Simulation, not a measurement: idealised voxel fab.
Process module heading - voxel ribs on slabs
The figure presents cross-section cut, which has a width of 190 nm and is divided into square cells with an edge length of 5 nm.
For the purposes of this document, a cross-section shall be understood as a grid of square cells, specified as bands listed in top-to-bottom order, each band consisting of one or more rows of cells.
Quick guide to a band line: top height, bottom height (nm) up front; then every material left to right with its width in nm. Only one material and it's marked "full width"? Then it fills the band edge to edge. And "air" just means empty space.
Height reference: 0 = level under which incoming wafer is all one material. Lowest band: no bottom, runs on downward, e.g. "0 down".
When a width is written as two numbers, as in "30->40", the first number is the width in the top row of cells of the band and the second is the width in its bottom row, and the width changes by the same amount from each row to the next.
Any step labelled "stayed the same" changed none of the cells in the cross-section.
So "Sealed-off cavities" is basically the list of trapped voids: any empty space of 8 cells or more that can't reach the top through an opening. They're written width x height at distance, the distance being from the left edge, and it's all nm.
Where a step's line continues beyond its settings, the continuation is a remark by the simulator itself on that step.
What "overlay nm" on a step's line means: if the step has a mask, that mask lay this far to the right of its planned place, or, when the value is negative, to the left.

Intended process steps:
1: RECEIVE (material Si)
2: DIRECTIONAL_DEP (material SiO2; thk nm 20)
3: DIRECTIONAL_DEP (material SiN; thk nm 25)
4: DIRECTIONAL_DEP (material aC; thk nm 10)
5: PATTERN (tone cover; mask id RIB; material resist; width nm 20; thk nm 30; overlay nm 0)
6: DIRECTIONAL_ETCH (etch materials aC; depth nm 10)
7: STRIP (etch materials resist)
8: DIRECTIONAL_ETCH (etch materials SiN; depth nm 10)
9: STRIP (etch materials aC)
10: DIRECTIONAL_DEP (material aC; thk nm 15)
11: PATTERN (tone cover; mask id SLAB; material resist; width nm 80; thk nm 35; overlay nm 0)
12: DIRECTIONAL_ETCH (etch materials aC; depth nm 15)
13: STRIP (etch materials resist)
14: DIRECTIONAL_ETCH (etch materials SiN; depth nm 15)
15: STRIP (etch materials aC)
16: FILL_DEP (material SiO2; thk nm 20)
17: CMP (height nm 55)
18: DIRECTIONAL_DEP (material W; thk nm 5)
19: MASKED_ETCH (tone cover; mask id HEATER; width nm 30; etch materials W; depth nm 5; overlay nm 0)
20: CONFORMAL_DEP (material SiN; thk nm 5)

Delivered wafer in cross-section: state after step 1:
- 0 down: Si full width
- Sealed-off cavities: none

First wafer at the end, as planned:
- 65 to 60: air 75 nm / SiN 40 nm / air 75 nm
- 60 to 55: SiN 80 nm / W 30 nm / SiN 80 nm
- 55 to 45: SiO2 full width
- 45 to 35: SiO2 85 nm / SiN 20 nm / SiO2 85 nm
- 35 to 20: SiO2 55 nm / SiN 80 nm / SiO2 55 nm
- 20 to 0: SiO2 full width
- 0 down: Si full width
- Sealed-off cavities: none

Second wafer of the two, sectioned at the end of the module. It began like the first and followed the same plan, but one mistake was made while running it:
- 65 to 60: air 75 nm / SiN 40 nm / air 75 nm
- 60 to 55: SiN 80 nm / W 30 nm / SiN 80 nm
- 55 to 45: SiO2 full width
- 45 to 20: SiN full width
- 20 to 0: SiO2 full width
- 0 down: Si full width
- Sealed-off cavities: none
In executing the process, a mistake was made relative to the plan: step 4 was run on a setting that differed from the plan, and what really ran there is DIRECTIONAL_DEP (material SiO2; thk nm 10)
The second wafer ends with more or fewer cells of some materials than the first, per final count: SiN: 134 more | SiO2: 134 fewer
